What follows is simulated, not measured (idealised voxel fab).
Module name: voxel capacitor over wiring (process module)
Cross-sectional view cut (width: 220 nm; square cell size: 5 nm).
Think of the cross-section as a grid of square cells. We describe it in bands, top to bottom, and each band covers one or more rows of those cells.
The entry gives the band's vertical extent as a top height and a bottom height in nm, then its horizontal make-up as materials from left to right, each with a width in nm. "empty" stands for empty space; a single material marked "throughout" fills the band edge to edge.
Basically, 0 is our baseline, since under it the wafer straight out of the box is all one material. The bottom band has no lower end and keeps on going down, so it looks like "0 down".
Top row gets the first number, bottom row gets the second, and each row in between changes by the same step: that is how a band width like "30->40" works.
"nothing different" for a step: no cell of the cross-section changed in that step.
"Voids lacking openings" means: voids of 8 cells or more that are shut off from the top with no open way through. Written width x height at distance, distance from the left edge, in nm.
Past the settings on a step's line: simulator remark, on that step.
Each step line may optionally specify "overlay nm", which for a step with a mask gives the rightward distance between the mask's planned place and where it lay, a negative value indicating the leftward direction.

These are the steps we planned for the process:
1: RECEIVE with material Si
2: CONFORMAL_DEP with material SiO2, thk nm 10
3: DIRECTIONAL_DEP with material TiN, thk nm 5
4: DIRECTIONAL_DEP with material W, thk nm 20
5: DIRECTIONAL_DEP with material aC, thk nm 10
6: PATTERN with tone cover, mask id METAL_1, material resist, width nm 20, pitch nm 70, thk nm 30, overlay nm 0
7: DIRECTIONAL_ETCH with etch materials aC, depth nm 10
8: STRIP with etch materials resist
9: DIRECTIONAL_ETCH with etch materials W, depth nm 20
10: DIRECTIONAL_ETCH with etch materials TiN, depth nm 5
11: STRIP with etch materials aC
12: FILL_DEP with material SiO2, thk nm 10
13: CMP with height nm 35
14: CONFORMAL_DEP with material SiCN, thk nm 5
15: DIRECTIONAL_DEP with material SiO2, thk nm 20
16: PATTERN with tone open, mask id PLUG_1, material resist, width nm 15, thk nm 20, overlay nm 0
17: DIRECTIONAL_ETCH with etch materials SiO2, depth nm 20
18: DIRECTIONAL_ETCH with etch materials SiCN, depth nm 5
19: STRIP with etch materials resist
20: CONFORMAL_DEP with material TiN, thk nm 5
21: FILL_DEP with material Cu, thk nm 5
22: CMP with height nm 60
23: DIRECTIONAL_DEP with material TiN, thk nm 10
24: DIRECTIONAL_DEP with material HfO2, thk nm 5
25: DIRECTIONAL_DEP with material TiN, thk nm 5
26: MASKED_ETCH with tone cover, mask id UPPER_PLATE, width nm 55, etch materials TiN, depth nm 5, overlay nm 0
27: MASKED_ETCH with tone cover, mask id UPPER_PLATE, width nm 55, etch materials HfO2, depth nm 5, overlay nm 0
28: MASKED_ETCH with tone cover, mask id LOWER_PLATE, width nm 65, etch materials TiN, depth nm 10, overlay nm 0
29: FILL_DEP with material SiO2, thk nm 20
30: CMP with height nm 95
31: PATTERN with tone open, mask id PLUG_2, material resist, width nm 15, thk nm 15, overlay nm 0
32: DIRECTIONAL_ETCH with etch materials SiO2, depth nm 15
33: STRIP with etch materials resist
34: CONFORMAL_DEP with material TiN, thk nm 5
35: FILL_DEP with material Cu, thk nm 10
36: CMP with height nm 95
37: CONFORMAL_DEP with material SiN, thk nm 5

First wafer, two in total, run as planned:

As received (post step 1): cross-section:
- 0 down | Si throughout
- Voids lacking openings: none

Wafer xsec, post step 2:
- 10 to 0 | SiO2 throughout
- All layers under 0 are left as they were.

Wafer xsec, post step 3:
- 15 to 10 | TiN throughout
- All layers under 10 are left as they were.

Wafer xsec, post step 4:
- 35 to 15 | W throughout
- All layers under 15 are left as they were.

Wafer xsec, post step 5:
- 45 to 35 | aC throughout
- All layers under 35 are left as they were.

Wafer xsec, post step 6:
- 75 to 45 | empty=65, resist=20, empty=50, resist=20, empty=65
- All layers under 45 are left as they were.

Wafer xsec, post step 7:
- 65 to 45 | empty=65, resist=20, empty=50, resist=20, empty=65
- 45 to 35 | empty=65, aC=20, empty=50, aC=20, empty=65
- All layers under 35 are left as they were.

Wafer xsec, post step 8:
- 45 to 35 | empty=65, aC=20, empty=50, aC=20, empty=65
- All layers under 35 are left as they were.

Wafer xsec, post step 9:
- 45 to 35 | empty=65, aC=20, empty=50, aC=20, empty=65
- 35 to 15 | empty=65, W=20, empty=50, W=20, empty=65
- All layers under 15 are left as they were.

Wafer xsec, post step 10:
- 45 to 35 | empty=65, aC=20, empty=50, aC=20, empty=65
- 35 to 15 | empty=65, W=20, empty=50, W=20, empty=65
- 15 to 10 | empty=65, TiN=20, empty=50, TiN=20, empty=65
- All layers under 10 are left as they were.

Wafer xsec, post step 11:
- 35 to 15 | empty=65, W=20, empty=50, W=20, empty=65
- All layers under 15 are left as they were.

Wafer xsec, post step 12:
- 45 to 35 | SiO2 throughout
- 35 to 15 | SiO2=65, W=20, SiO2=50, W=20, SiO2=65
- 15 to 10 | SiO2=65, TiN=20, SiO2=50, TiN=20, SiO2=65
- All layers under 10 are left as they were.

Wafer xsec, post step 13:
- 35 to 15 | SiO2=65, W=20, SiO2=50, W=20, SiO2=65
- All layers under 15 are left as they were.

Wafer xsec, post step 14:
- 40 to 35 | SiCN throughout
- All layers under 35 are left as they were.

Wafer xsec, post step 15:
- 60 to 40 | SiO2 throughout
- All layers under 40 are left as they were.

Wafer xsec, post step 16:
- 80 to 60 | resist=70, empty=15, resist=135
- All layers under 60 are left as they were.

Wafer xsec, post step 17:
- 80 to 60 | resist=70, empty=15, resist=135
- 60 to 40 | SiO2=70, empty=15, SiO2=135
- All layers under 40 are left as they were.

Wafer xsec, post step 18:
- 80 to 60 | resist=70, empty=15, resist=135
- 60 to 40 | SiO2=70, empty=15, SiO2=135
- 40 to 35 | SiCN=70, empty=15, SiCN=135
- All layers under 35 are left as they were.

Wafer xsec, post step 19:
- 60 to 40 | SiO2=70, empty=15, SiO2=135
- All layers under 40 are left as they were.

Wafer xsec, post step 20:
- 65 to 60 | TiN=75, empty=5, TiN=140
- 60 to 40 | SiO2=70, TiN=5, empty=5, TiN=5, SiO2=135
- 40 to 35 | SiCN=70, TiN=15, SiCN=135
- All layers under 35 are left as they were.

Wafer xsec, post step 21:
- 70 to 65 | Cu throughout
- 65 to 60 | TiN=75, Cu=5, TiN=140
- 60 to 40 | SiO2=70, TiN=5, Cu=5, TiN=5, SiO2=135
- All layers under 40 are left as they were.

Wafer xsec, post step 22:
- 60 to 40 | SiO2=70, TiN=5, Cu=5, TiN=5, SiO2=135
- All layers under 40 are left as they were.

Wafer xsec, post step 23:
- 70 to 60 | TiN throughout
- All layers under 60 are left as they were.

Wafer xsec, post step 24:
- 75 to 70 | HfO2 throughout
- All layers under 70 are left as they were.

Wafer xsec, post step 25:
- 80 to 75 | TiN throughout
- All layers under 75 are left as they were.

Wafer xsec, post step 26:
- 80 to 75 | empty=70, TiN=55, empty=95
- All layers under 75 are left as they were.

Wafer xsec, post step 27:
- 80 to 75 | empty=70, TiN=55, empty=95
- 75 to 70 | empty=70, HfO2=55, empty=95
- All layers under 70 are left as they were.

Wafer xsec, post step 28:
- 80 to 75 | empty=70, TiN=55, empty=95
- 75 to 70 | empty=70, HfO2=55, empty=95
- 70 to 60 | empty=65, TiN=65, empty=90
- All layers under 60 are left as they were.

Wafer xsec, post step 29:
- 100 to 80 | SiO2 throughout
- 80 to 75 | SiO2=70, TiN=55, SiO2=95
- 75 to 70 | SiO2=70, HfO2=55, SiO2=95
- 70 to 60 | SiO2=65, TiN=65, SiO2=90
- All layers under 60 are left as they were.

Wafer xsec, post step 30:
- 95 to 80 | SiO2 throughout
- All layers under 80 are left as they were.

Wafer xsec, post step 31:
- 110 to 95 | resist=80, empty=15, resist=125
- All layers under 95 are left as they were.

Wafer xsec, post step 32:
- 110 to 95 | resist=80, empty=15, resist=125
- 95 to 80 | SiO2=80, empty=15, SiO2=125
- All layers under 80 are left as they were.

Wafer xsec, post step 33:
- 95 to 80 | SiO2=80, empty=15, SiO2=125
- All layers under 80 are left as they were.

Wafer xsec, post step 34:
- 100 to 95 | TiN=85, empty=5, TiN=130
- 95 to 85 | SiO2=80, TiN=5, empty=5, TiN=5, SiO2=125
- 85 to 75 | SiO2=80->70, TiN=15->55, SiO2=125->95
- All layers under 75 are left as they were.

Wafer xsec, post step 35:
- 110 to 100 | Cu throughout
- 100 to 95 | TiN=85, Cu=5, TiN=130
- 95 to 85 | SiO2=80, TiN=5, Cu=5, TiN=5, SiO2=125
- All layers under 85 are left as they were.

Wafer xsec, post step 36:
- 95 to 85 | SiO2=80, TiN=5, Cu=5, TiN=5, SiO2=125
- All layers under 85 are left as they were.

Wafer xsec, post step 37:
- 100 to 95 | SiN throughout
- All layers under 95 are left as they were.

The remaining wafer, second of the two, started like the first and was run to the same plan, except that one mistake was made along the way; the two coincide through step 36, inclusive:

When step 37 should have ended:
- 110 to 95 | SiN throughout
- All layers under 95 are left as they were.
Processing error: step 37 did not happen as planned, as run it was CONFORMAL_DEP with material SiN, thk nm 15
Wafer comparison, final, in cells, second relative to first, materials more or fewer: +88 SiN
